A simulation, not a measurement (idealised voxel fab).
Documented hereafter: the process module known as voxel transistor to metal.
We display cut, a cross-section 205 nm in width whose square cells are each 5 nm.
Each cross-section below is a grid of square cells, stated as bands in top-down order, with one or more rows of cells making up each band.
This entry defines a band. It first specifies the height of the band's top and the height of its bottom in nm, and then specifies the band's materials from left to right, stating each material with its width in nm. The word "full width" identifies a single material that fills the band from edge to edge, while the word "empty" identifies empty space.
We count height from 0. Below that, the starting wafer is all one material. The lowest band never ends at the bottom but goes on down; see "from 0 down" for how that is written.
Top row gets the first number, bottom row gets the second, and each row in between changes by the same step: that is how a band width like "30 to 40" works.
A step reported as "no modifications" is a step in which no cell of the cross-section changed.
Basically, "Enclosed voids" tells you about the enclosed voids: empty spaces with no open way to the top, 8 cells or bigger, each written width x height at distance, where distance is from the left edge, all in nm.
If you see something after the settings on a step's line, that's the simulator's own remark about that step.
Each step line may optionally specify "overlay nm", which for a step with a mask gives the rightward distance between the mask's planned place and where it lay, a negative value indicating the leftward direction.

The planned process steps are enumerated hereunder
1: RECEIVE: material Si
2: CONFORMAL_DEP: material SiO2, thk nm 5
3: CONFORMAL_DEP: material SiN, thk nm 15
4: PATTERN: tone cover, mask id ACTIVE, material resist, width nm 105, thk nm 20, overlay nm 0
5: DIRECTIONAL_ETCH: etch materials SiN, depth nm 15
6: DIRECTIONAL_ETCH: etch materials SiO2, depth nm 5
7: DIRECTIONAL_ETCH: etch materials Si, depth nm 30
8: STRIP: etch materials resist
9: OXIDIZE: depth nm 5
10: FILL_DEP: material SiO2, thk nm 15
11: CMP: height nm 20
12: SELECTIVE_ETCH: etch materials SiO2, depth nm 15
13: STRIP: etch materials SiN
14: SELECTIVE_ETCH: etch materials SiO2, depth nm 5
15: OXIDIZE: depth nm 5
16: DIRECTIONAL_DEP: material polySi, thk nm 25
17: DIRECTIONAL_DEP: material SiCN, thk nm 10
18: PATTERN: tone cover, mask id GATE, material resist, width nm 25, thk nm 15, overlay nm 0
19: DIRECTIONAL_ETCH: etch materials SiCN, depth nm 20
20: DIRECTIONAL_ETCH: etch materials polySi, depth nm 35
21: STRIP: etch materials resist
22: CONFORMAL_DEP: material SiN, thk nm 10
23: DIRECTIONAL_ETCH: etch materials SiN, depth nm 10
24: DIRECTIONAL_ETCH: etch materials SiO2, depth nm 5
25: EPI: material nSi, thk nm 5
26: FILL_DEP: material SiO2, thk nm 10
27: CMP: height nm 25
28: STRIP: etch materials polySi
29: SELECTIVE_ETCH: etch materials SiO2, depth nm 5
30: CONFORMAL_DEP: material HfO2, thk nm 5
31: CONFORMAL_DEP: material TiN, thk nm 5
32: FILL_DEP: material W, thk nm 10
33: CMP: height nm 20
34: DIRECTIONAL_DEP: material SiO2, thk nm 15
35: MASKED_ETCH: tone open, mask id CONTACT, width nm 15, pitch nm 80, etch materials SiO2, depth nm 35, overlay nm 0
36: CONFORMAL_DEP: material TiN, thk nm 5
37: FILL_DEP: material W, thk nm 5
38: CMP: height nm 35
39: DIRECTIONAL_DEP: material TiN, thk nm 5
40: DIRECTIONAL_DEP: material W, thk nm 15
41: DIRECTIONAL_DEP: material aC, thk nm 10
42: PATTERN: tone cover, mask id METAL_1, material resist, width nm 15, pitch nm 80, thk nm 25, overlay nm 0
43: DIRECTIONAL_ETCH: etch materials aC, depth nm 10
44: STRIP: etch materials resist
45: DIRECTIONAL_ETCH: etch materials W, depth nm 15
46: DIRECTIONAL_ETCH: etch materials TiN, depth nm 5
47: STRIP: etch materials aC
48: CONFORMAL_DEP: material SiCN, thk nm 5
49: FILL_DEP: material SiO2, thk nm 10
50: CMP: height nm 55
51: CONFORMAL_DEP: material SiCN, thk nm 5
52: DIRECTIONAL_DEP: material SiO2, thk nm 30
53: MASKED_ETCH: tone open, mask id METAL_2, width nm 15, pitch nm 80, etch materials SiO2, depth nm 20, overlay nm 0
54: DIRECTIONAL_DEP: material aC, thk nm 15
55: PATTERN: tone open, mask id METAL_2_HOLES, material resist, width nm 15, pitch nm 80, thk nm 35, overlay nm 0
56: DIRECTIONAL_ETCH: etch materials aC, depth nm 15
57: STRIP: etch materials resist
58: DIRECTIONAL_ETCH: etch materials SiO2, depth nm 10
59: DIRECTIONAL_ETCH: etch materials SiCN, depth nm 5
60: STRIP: etch materials aC
61: CONFORMAL_DEP: material TiN, thk nm 5
62: FILL_DEP: material Cu, thk nm 5
63: CMP: height nm 90
64: CONFORMAL_DEP: material SiCN, thk nm 5

First of two wafers, processed according to plan

Cross-section: wafer on arrival = after step 1
> from 0 down: Si full width
> Enclosed voids: none

After step 2: wafer cross-section
> from 5 to 0: SiO2 full width
> Below 0, the layers are the same as they were.

After step 3: wafer cross-section
> from 20 to 5: SiN full width
> Below 5, the layers are the same as they were.

After step 4: wafer cross-section
> from 40 to 20: empty: 50; resist: 105; empty: 50
> Below 20, the layers are the same as they were.

After step 5: wafer cross-section
> from 40 to 20: empty: 50; resist: 105; empty: 50
> from 20 to 5: empty: 50; SiN: 105; empty: 50
> Below 5, the layers are the same as they were.

After step 6: wafer cross-section
> from 40 to 20: empty: 50; resist: 105; empty: 50
> from 20 to 5: empty: 50; SiN: 105; empty: 50
> from 5 to 0: empty: 50; SiO2: 105; empty: 50
> Below 0, the layers are the same as they were.

After step 7: wafer cross-section
> from 40 to 20: empty: 50; resist: 105; empty: 50
> from 20 to 5: empty: 50; SiN: 105; empty: 50
> from 5 to 0: empty: 50; SiO2: 105; empty: 50
> from 0 to -30: empty: 50; Si: 105; empty: 50
> Below -30, the layers are the same as they were.

After step 8: wafer cross-section
> from 20 to 5: empty: 50; SiN: 105; empty: 50
> Below 5, the layers are the same as they were.

After step 9: wafer cross-section
> from 20 to 5: empty: 50; SiN: 105; empty: 50
> from 5 to 0: empty: 50; SiO2: 105; empty: 50
> from 0 to -30: empty: 50; SiO2: 5; Si: 95; SiO2: 5; empty: 50
> from -30 to -35: SiO2: 55; Si: 95; SiO2: 55
> Below -35, the layers are the same as they were.

After step 10: wafer cross-section
> from 35 to 20: SiO2 full width
> from 20 to 5: SiO2: 50; SiN: 105; SiO2: 50
> from 5 to 0: SiO2 full width
> from 0 to -35: SiO2: 55; Si: 95; SiO2: 55
> Below -35, the layers are the same as they were.

After step 11: wafer cross-section
> from 20 to 5: SiO2: 50; SiN: 105; SiO2: 50
> Below 5, the layers are the same as they were.

After step 12: wafer cross-section
> from 20 to 5: empty: 50; SiN: 105; empty: 50
> Below 5, the layers are the same as they were.

After step 13: wafer cross-section
> from 5 to 0: SiO2 full width
> Below 0, the layers are the same as they were.

After step 14: wafer cross-section
> from 0 to -35: SiO2: 55; Si: 95; SiO2: 55
> Below -35, the layers are the same as they were.

After step 15: wafer cross-section
> from 0 to -5: SiO2 full width
> Below -5, the layers are the same as they were.

After step 16: wafer cross-section
> from 25 to 0: polySi full width
> Below 0, the layers are the same as they were.

After step 17: wafer cross-section
> from 35 to 25: SiCN full width
> Below 25, the layers are the same as they were.

After step 18: wafer cross-section
> from 50 to 35: empty: 90; resist: 25; empty: 90
> Below 35, the layers are the same as they were.

After step 19: wafer cross-section
> from 50 to 35: empty: 90; resist: 25; empty: 90
> from 35 to 25: empty: 90; SiCN: 25; empty: 90
> Below 25, the layers are the same as they were.

After step 20: wafer cross-section
> from 50 to 35: empty: 90; resist: 25; empty: 90
> from 35 to 25: empty: 90; SiCN: 25; empty: 90
> from 25 to 0: empty: 90; polySi: 25; empty: 90
> Below 0, the layers are the same as they were.

After step 21: wafer cross-section
> from 35 to 25: empty: 90; SiCN: 25; empty: 90
> Below 25, the layers are the same as they were.

After step 22: wafer cross-section
> from 45 to 35: empty: 80; SiN: 45; empty: 80
> from 35 to 25: empty: 80; SiN: 10; SiCN: 25; SiN: 10; empty: 80
> from 25 to 10: empty: 80; SiN: 10; polySi: 25; SiN: 10; empty: 80
> from 10 to 0: SiN: 90; polySi: 25; SiN: 90
> Below 0, the layers are the same as they were.

After step 23: wafer cross-section
> from 35 to 25: empty: 80; SiN: 10; SiCN: 25; SiN: 10; empty: 80
> from 25 to 0: empty: 80; SiN: 10; polySi: 25; SiN: 10; empty: 80
> Below 0, the layers are the same as they were.

After step 24: wafer cross-section
> from 35 to 25: empty: 80; SiN: 10; SiCN: 25; SiN: 10; empty: 80
> from 25 to 0: empty: 80; SiN: 10; polySi: 25; SiN: 10; empty: 80
> from 0 to -5: empty: 80; SiO2: 45; empty: 80
> Below -5, the layers are the same as they were.

After step 25: wafer cross-section
> from 35 to 25: empty: 80; SiN: 10; SiCN: 25; SiN: 10; empty: 80
> from 25 to 0: empty: 80; SiN: 10; polySi: 25; SiN: 10; empty: 80
> from 0 to -5: empty: 50; nSi: 30; SiO2: 45; nSi: 30; empty: 50
> Below -5, the layers are the same as they were.

After step 26: wafer cross-section
> from 45 to 35: SiO2 full width
> from 35 to 25: SiO2: 80; SiN: 10; SiCN: 25; SiN: 10; SiO2: 80
> from 25 to 0: SiO2: 80; SiN: 10; polySi: 25; SiN: 10; SiO2: 80
> from 0 to -5: SiO2: 50; nSi: 30; SiO2: 45; nSi: 30; SiO2: 50
> Below -5, the layers are the same as they were.

After step 27: wafer cross-section
> from 25 to 0: SiO2: 80; SiN: 10; polySi: 25; SiN: 10; SiO2: 80
> Below 0, the layers are the same as they were.

After step 28: wafer cross-section
> from 25 to 0: SiO2: 80; SiN: 10; empty: 25; SiN: 10; SiO2: 80
> Below 0, the layers are the same as they were.

After step 29: wafer cross-section
> from 25 to 20: empty: 80; SiN: 10; empty: 25; SiN: 10; empty: 80
> from 20 to 0: SiO2: 80; SiN: 10; empty: 25; SiN: 10; SiO2: 80
> from 0 to -5: SiO2: 50; nSi: 30; SiO2: 5; empty: 35; SiO2: 5; nSi: 30; SiO2: 50
> Below -5, the layers are the same as they were.

After step 30: wafer cross-section
> from 30 to 25: empty: 75; HfO2: 20; empty: 15; HfO2: 20; empty: 75
> from 25 to 20: HfO2: 80; SiN: 10; HfO2: 5; empty: 15; HfO2: 5; SiN: 10; HfO2: 80
> from 20 to 0: SiO2: 80; SiN: 10; HfO2: 5; empty: 15; HfO2: 5; SiN: 10; SiO2: 80
> from 0 to -5: SiO2: 50; nSi: 30; SiO2: 5; HfO2: 35; SiO2: 5; nSi: 30; SiO2: 50
> Below -5, the layers are the same as they were.

After step 31: wafer cross-section
> from 35 to 30: empty: 70; TiN: 30; empty: 5; TiN: 30; empty: 70
> from 30 to 25: TiN: 75; HfO2: 20; TiN: 5; empty: 5; TiN: 5; HfO2: 20; TiN: 75
> from 25 to 20: HfO2: 80; SiN: 10; HfO2: 5; TiN: 5; empty: 5; TiN: 5; HfO2: 5; SiN: 10; HfO2: 80
> from 20 to 5: SiO2: 80; SiN: 10; HfO2: 5; TiN: 5; empty: 5; TiN: 5; HfO2: 5; SiN: 10; SiO2: 80
> from 5 to 0: SiO2: 80; SiN: 10; HfO2: 5; TiN: 15; HfO2: 5; SiN: 10; SiO2: 80
> Below 0, the layers are the same as they were.

After step 32: wafer cross-section
> from 45 to 35: W full width
> from 35 to 30: W: 70; TiN: 30; W: 5; TiN: 30; W: 70
> from 30 to 25: TiN: 75; HfO2: 20; TiN: 5; W: 5; TiN: 5; HfO2: 20; TiN: 75
> from 25 to 20: HfO2: 80; SiN: 10; HfO2: 5; TiN: 5; W: 5; TiN: 5; HfO2: 5; SiN: 10; HfO2: 80
> from 20 to 5: SiO2: 80; SiN: 10; HfO2: 5; TiN: 5; W: 5; TiN: 5; HfO2: 5; SiN: 10; SiO2: 80
> Below 5, the layers are the same as they were.

After step 33: wafer cross-section
> from 20 to 5: SiO2: 80; SiN: 10; HfO2: 5; TiN: 5; W: 5; TiN: 5; HfO2: 5; SiN: 10; SiO2: 80
> Below 5, the layers are the same as they were.

After step 34: wafer cross-section
> from 35 to 20: SiO2 full width
> Below 20, the layers are the same as they were.

After step 35: wafer cross-section
> from 35 to 20: SiO2: 55; empty: 15; SiO2: 65; empty: 15; SiO2: 55
> from 20 to 5: SiO2: 55; empty: 15; SiO2: 10; SiN: 10; HfO2: 5; TiN: 5; W: 5; TiN: 5; HfO2: 5; SiN: 10; SiO2: 10; empty: 15; SiO2: 55
> from 5 to 0: SiO2: 55; empty: 15; SiO2: 10; SiN: 10; HfO2: 5; TiN: 15; HfO2: 5; SiN: 10; SiO2: 10; empty: 15; SiO2: 55
> Below 0, the layers are the same as they were.

After step 36: wafer cross-section
> from 40 to 35: TiN: 60; empty: 5; TiN: 75; empty: 5; TiN: 60
> from 35 to 20: SiO2: 55; TiN: 5; empty: 5; TiN: 5; SiO2: 65; TiN: 5; empty: 5; TiN: 5; SiO2: 55
> from 20 to 5: SiO2: 55; TiN: 5; empty: 5; TiN: 5; SiO2: 10; SiN: 10; HfO2: 5; TiN: 5; W: 5; TiN: 5; HfO2: 5; SiN: 10; SiO2: 10; TiN: 5; empty: 5; TiN: 5; SiO2: 55
> from 5 to 0: SiO2: 55; TiN: 15; SiO2: 10; SiN: 10; HfO2: 5; TiN: 15; HfO2: 5; SiN: 10; SiO2: 10; TiN: 15; SiO2: 55
> Below 0, the layers are the same as they were.

After step 37: wafer cross-section
> from 45 to 40: W full width
> from 40 to 35: TiN: 60; W: 5; TiN: 75; W: 5; TiN: 60
> from 35 to 20: SiO2: 55; TiN: 5; W: 5; TiN: 5; SiO2: 65; TiN: 5; W: 5; TiN: 5; SiO2: 55
> from 20 to 5: SiO2: 55; TiN: 5; W: 5; TiN: 5; SiO2: 10; SiN: 10; HfO2: 5; TiN: 5; W: 5; TiN: 5; HfO2: 5; SiN: 10; SiO2: 10; TiN: 5; W: 5; TiN: 5; SiO2: 55
> Below 5, the layers are the same as they were.

After step 38: wafer cross-section
> from 35 to 20: SiO2: 55; TiN: 5; W: 5; TiN: 5; SiO2: 65; TiN: 5; W: 5; TiN: 5; SiO2: 55
> Below 20, the layers are the same as they were.

After step 39: wafer cross-section
> from 40 to 35: TiN full width
> Below 35, the layers are the same as they were.

After step 40: wafer cross-section
> from 55 to 40: W full width
> Below 40, the layers are the same as they were.

After step 41: wafer cross-section
> from 65 to 55: aC full width
> Below 55, the layers are the same as they were.

After step 42: wafer cross-section
> from 90 to 65: empty: 55; resist: 15; empty: 65; resist: 15; empty: 55
> Below 65, the layers are the same as they were.

After step 43: wafer cross-section
> from 80 to 65: empty: 55; resist: 15; empty: 65; resist: 15; empty: 55
> from 65 to 55: empty: 55; aC: 15; empty: 65; aC: 15; empty: 55
> Below 55, the layers are the same as they were.

After step 44: wafer cross-section
> from 65 to 55: empty: 55; aC: 15; empty: 65; aC: 15; empty: 55
> Below 55, the layers are the same as they were.

After step 45: wafer cross-section
> from 65 to 55: empty: 55; aC: 15; empty: 65; aC: 15; empty: 55
> from 55 to 40: empty: 55; W: 15; empty: 65; W: 15; empty: 55
> Below 40, the layers are the same as they were.

After step 46: wafer cross-section
> from 65 to 55: empty: 55; aC: 15; empty: 65; aC: 15; empty: 55
> from 55 to 40: empty: 55; W: 15; empty: 65; W: 15; empty: 55
> from 40 to 35: empty: 55; TiN: 15; empty: 65; TiN: 15; empty: 55
> Below 35, the layers are the same as they were.

After step 47: wafer cross-section
> from 55 to 40: empty: 55; W: 15; empty: 65; W: 15; empty: 55
> Below 40, the layers are the same as they were.

After step 48: wafer cross-section
> from 60 to 55: empty: 50; SiCN: 25; empty: 55; SiCN: 25; empty: 50
> from 55 to 40: empty: 50; SiCN: 5; W: 15; SiCN: 5; empty: 55; SiCN: 5; W: 15; SiCN: 5; empty: 50
> from 40 to 35: SiCN: 55; TiN: 15; SiCN: 65; TiN: 15; SiCN: 55
> Below 35, the layers are the same as they were.

After step 49: wafer cross-section
> from 70 to 60: SiO2 full width
> from 60 to 55: SiO2: 50; SiCN: 25; SiO2: 55; SiCN: 25; SiO2: 50
> from 55 to 40: SiO2: 50; SiCN: 5; W: 15; SiCN: 5; SiO2: 55; SiCN: 5; W: 15; SiCN: 5; SiO2: 50
> Below 40, the layers are the same as they were.

After step 50: wafer cross-section
> from 55 to 40: SiO2: 50; SiCN: 5; W: 15; SiCN: 5; SiO2: 55; SiCN: 5; W: 15; SiCN: 5; SiO2: 50
> Below 40, the layers are the same as they were.

After step 51: wafer cross-section
> from 60 to 55: SiCN full width
> Below 55, the layers are the same as they were.

After step 52: wafer cross-section
> from 90 to 60: SiO2 full width
> Below 60, the layers are the same as they were.

After step 53: wafer cross-section
> from 90 to 70: SiO2: 55; empty: 15; SiO2: 65; empty: 15; SiO2: 55
> Below 70, the layers are the same as they were.

After step 54: wafer cross-section
> from 105 to 90: aC: 55; empty: 15; aC: 65; empty: 15; aC: 55
> from 90 to 85: SiO2: 55; empty: 15; SiO2: 65; empty: 15; SiO2: 55
> from 85 to 70: SiO2: 55; aC: 15; SiO2: 65; aC: 15; SiO2: 55
> Below 70, the layers are the same as they were.

After step 55: wafer cross-section
> from 140 to 105: resist: 55; empty: 15; resist: 65; empty: 15; resist: 55
> Below 105, the layers are the same as they were.

After step 56: wafer cross-section
> from 125 to 105: resist: 55; empty: 15; resist: 65; empty: 15; resist: 55
> from 105 to 90: aC: 55; empty: 15; aC: 65; empty: 15; aC: 55
> from 90 to 70: SiO2: 55; empty: 15; SiO2: 65; empty: 15; SiO2: 55
> Below 70, the layers are the same as they were.

After step 57: wafer cross-section
> from 105 to 90: aC: 55; empty: 15; aC: 65; empty: 15; aC: 55
> Below 90, the layers are the same as they were.

After step 58: wafer cross-section
> from 105 to 90: aC: 55; empty: 15; aC: 65; empty: 15; aC: 55
> from 90 to 60: SiO2: 55; empty: 15; SiO2: 65; empty: 15; SiO2: 55
> Below 60, the layers are the same as they were.

After step 59: wafer cross-section
> from 105 to 90: aC: 55; empty: 15; aC: 65; empty: 15; aC: 55
> from 90 to 60: SiO2: 55; empty: 15; SiO2: 65; empty: 15; SiO2: 55
> from 60 to 55: SiCN: 55; empty: 15; SiCN: 65; empty: 15; SiCN: 55
> Below 55, the layers are the same as they were.

After step 60: wafer cross-section
> from 90 to 60: SiO2: 55; empty: 15; SiO2: 65; empty: 15; SiO2: 55
> Below 60, the layers are the same as they were.

After step 61: wafer cross-section
> from 95 to 90: TiN: 60; empty: 5; TiN: 75; empty: 5; TiN: 60
> from 90 to 60: SiO2: 55; TiN: 5; empty: 5; TiN: 5; SiO2: 65; TiN: 5; empty: 5; TiN: 5; SiO2: 55
> from 60 to 55: SiCN: 55; TiN: 15; SiCN: 65; TiN: 15; SiCN: 55
> Below 55, the layers are the same as they were.

After step 62: wafer cross-section
> from 100 to 95: Cu full width
> from 95 to 90: TiN: 60; Cu: 5; TiN: 75; Cu: 5; TiN: 60
> from 90 to 60: SiO2: 55; TiN: 5; Cu: 5; TiN: 5; SiO2: 65; TiN: 5; Cu: 5; TiN: 5; SiO2: 55
> Below 60, the layers are the same as they were.

After step 63: wafer cross-section
> from 90 to 60: SiO2: 55; TiN: 5; Cu: 5; TiN: 5; SiO2: 65; TiN: 5; Cu: 5; TiN: 5; SiO2: 55
> Below 60, the layers are the same as they were.

After step 64: wafer cross-section
> from 95 to 90: SiCN full width
> Below 90, the layers are the same as they were.

Here the second wafer is described. Its start and its plan were those of the first wafer. Its run contained one mistake. Up to and including step 36, it did exactly what the first wafer did

Cross-section of the second wafer when, according to plan, step 37 should have finished
> from 45 to 40: HfO2 full width
> from 40 to 35: TiN: 60; HfO2: 5; TiN: 75; HfO2: 5; TiN: 60
> from 35 to 20: SiO2: 55; TiN: 5; HfO2: 5; TiN: 5; SiO2: 65; TiN: 5; HfO2: 5; TiN: 5; SiO2: 55
> from 20 to 5: SiO2: 55; TiN: 5; HfO2: 5; TiN: 5; SiO2: 10; SiN: 10; HfO2: 5; TiN: 5; W: 5; TiN: 5; HfO2: 5; SiN: 10; SiO2: 10; TiN: 5; HfO2: 5; TiN: 5; SiO2: 55
> Below 5, the layers are the same as they were.

Cross-section of the second wafer when, according to plan, step 38 should have finished
> from 35 to 20: SiO2: 55; TiN: 5; HfO2: 5; TiN: 5; SiO2: 65; TiN: 5; HfO2: 5; TiN: 5; SiO2: 55
> Below 20, the layers are the same as they were.

Cross-section of the second wafer when, according to plan, step 39 should have finished
> from 40 to 35: TiN full width
> Below 35, the layers are the same as they were.

Cross-section of the second wafer when, according to plan, step 40 should have finished
> from 55 to 40: W full width
> Below 40, the layers are the same as they were.

Cross-section of the second wafer when, according to plan, step 41 should have finished
> from 65 to 55: aC full width
> Below 55, the layers are the same as they were.

Cross-section of the second wafer when, according to plan, step 42 should have finished
> from 90 to 65: empty: 55; resist: 15; empty: 65; resist: 15; empty: 55
> Below 65, the layers are the same as they were.

Cross-section of the second wafer when, according to plan, step 43 should have finished
> from 80 to 65: empty: 55; resist: 15; empty: 65; resist: 15; empty: 55
> from 65 to 55: empty: 55; aC: 15; empty: 65; aC: 15; empty: 55
> Below 55, the layers are the same as they were.

Cross-section of the second wafer when, according to plan, step 44 should have finished
> from 65 to 55: empty: 55; aC: 15; empty: 65; aC: 15; empty: 55
> Below 55, the layers are the same as they were.

Cross-section of the second wafer when, according to plan, step 45 should have finished
> from 65 to 55: empty: 55; aC: 15; empty: 65; aC: 15; empty: 55
> from 55 to 40: empty: 55; W: 15; empty: 65; W: 15; empty: 55
> Below 40, the layers are the same as they were.

Cross-section of the second wafer when, according to plan, step 46 should have finished
> from 65 to 55: empty: 55; aC: 15; empty: 65; aC: 15; empty: 55
> from 55 to 40: empty: 55; W: 15; empty: 65; W: 15; empty: 55
> from 40 to 35: empty: 55; TiN: 15; empty: 65; TiN: 15; empty: 55
> Below 35, the layers are the same as they were.

Cross-section of the second wafer when, according to plan, step 47 should have finished
> from 55 to 40: empty: 55; W: 15; empty: 65; W: 15; empty: 55
> Below 40, the layers are the same as they were.

Cross-section of the second wafer when, according to plan, step 48 should have finished
> from 60 to 55: empty: 50; SiCN: 25; empty: 55; SiCN: 25; empty: 50
> from 55 to 40: empty: 50; SiCN: 5; W: 15; SiCN: 5; empty: 55; SiCN: 5; W: 15; SiCN: 5; empty: 50
> from 40 to 35: SiCN: 55; TiN: 15; SiCN: 65; TiN: 15; SiCN: 55
> Below 35, the layers are the same as they were.

Cross-section of the second wafer when, according to plan, step 49 should have finished
> from 70 to 60: SiO2 full width
> from 60 to 55: SiO2: 50; SiCN: 25; SiO2: 55; SiCN: 25; SiO2: 50
> from 55 to 40: SiO2: 50; SiCN: 5; W: 15; SiCN: 5; SiO2: 55; SiCN: 5; W: 15; SiCN: 5; SiO2: 50
> Below 40, the layers are the same as they were.

Cross-section of the second wafer when, according to plan, step 50 should have finished
> from 55 to 40: SiO2: 50; SiCN: 5; W: 15; SiCN: 5; SiO2: 55; SiCN: 5; W: 15; SiCN: 5; SiO2: 50
> Below 40, the layers are the same as they were.

Cross-section of the second wafer when, according to plan, step 51 should have finished
> from 60 to 55: SiCN full width
> Below 55, the layers are the same as they were.

Cross-section of the second wafer when, according to plan, step 52 should have finished
> from 90 to 60: SiO2 full width
> Below 60, the layers are the same as they were.

Cross-section of the second wafer when, according to plan, step 53 should have finished
> from 90 to 70: SiO2: 55; empty: 15; SiO2: 65; empty: 15; SiO2: 55
> Below 70, the layers are the same as they were.

Cross-section of the second wafer when, according to plan, step 54 should have finished
> from 105 to 90: aC: 55; empty: 15; aC: 65; empty: 15; aC: 55
> from 90 to 85: SiO2: 55; empty: 15; SiO2: 65; empty: 15; SiO2: 55
> from 85 to 70: SiO2: 55; aC: 15; SiO2: 65; aC: 15; SiO2: 55
> Below 70, the layers are the same as they were.

Cross-section of the second wafer when, according to plan, step 55 should have finished
> from 140 to 105: resist: 55; empty: 15; resist: 65; empty: 15; resist: 55
> Below 105, the layers are the same as they were.

Cross-section of the second wafer when, according to plan, step 56 should have finished
> from 125 to 105: resist: 55; empty: 15; resist: 65; empty: 15; resist: 55
> from 105 to 90: aC: 55; empty: 15; aC: 65; empty: 15; aC: 55
> from 90 to 70: SiO2: 55; empty: 15; SiO2: 65; empty: 15; SiO2: 55
> Below 70, the layers are the same as they were.

Cross-section of the second wafer when, according to plan, step 57 should have finished
> from 105 to 90: aC: 55; empty: 15; aC: 65; empty: 15; aC: 55
> Below 90, the layers are the same as they were.

Cross-section of the second wafer when, according to plan, step 58 should have finished
> from 105 to 90: aC: 55; empty: 15; aC: 65; empty: 15; aC: 55
> from 90 to 60: SiO2: 55; empty: 15; SiO2: 65; empty: 15; SiO2: 55
> Below 60, the layers are the same as they were.

Cross-section of the second wafer when, according to plan, step 59 should have finished
> from 105 to 90: aC: 55; empty: 15; aC: 65; empty: 15; aC: 55
> from 90 to 60: SiO2: 55; empty: 15; SiO2: 65; empty: 15; SiO2: 55
> from 60 to 55: SiCN: 55; empty: 15; SiCN: 65; empty: 15; SiCN: 55
> Below 55, the layers are the same as they were.

Cross-section of the second wafer when, according to plan, step 60 should have finished
> from 90 to 60: SiO2: 55; empty: 15; SiO2: 65; empty: 15; SiO2: 55
> Below 60, the layers are the same as they were.

Cross-section of the second wafer when, according to plan, step 61 should have finished
> from 95 to 90: TiN: 60; empty: 5; TiN: 75; empty: 5; TiN: 60
> from 90 to 60: SiO2: 55; TiN: 5; empty: 5; TiN: 5; SiO2: 65; TiN: 5; empty: 5; TiN: 5; SiO2: 55
> from 60 to 55: SiCN: 55; TiN: 15; SiCN: 65; TiN: 15; SiCN: 55
> Below 55, the layers are the same as they were.

Cross-section of the second wafer when, according to plan, step 62 should have finished
> from 100 to 95: Cu full width
> from 95 to 90: TiN: 60; Cu: 5; TiN: 75; Cu: 5; TiN: 60
> from 90 to 60: SiO2: 55; TiN: 5; Cu: 5; TiN: 5; SiO2: 65; TiN: 5; Cu: 5; TiN: 5; SiO2: 55
> Below 60, the layers are the same as they were.

Cross-section of the second wafer when, according to plan, step 63 should have finished
> from 90 to 60: SiO2: 55; TiN: 5; Cu: 5; TiN: 5; SiO2: 65; TiN: 5; Cu: 5; TiN: 5; SiO2: 55
> Below 60, the layers are the same as they were.

Cross-section of the second wafer when, according to plan, step 64 should have finished
> from 95 to 90: SiCN full width
> Below 90, the layers are the same as they were.
Deviation noted in wafer processing: step 37 did not happen as planned, as run it was FILL_DEP: material HfO2, thk nm 5
At the finish, the second wafer shows more or fewer cells for some materials than the first does: +12 HfO2 | -12 W
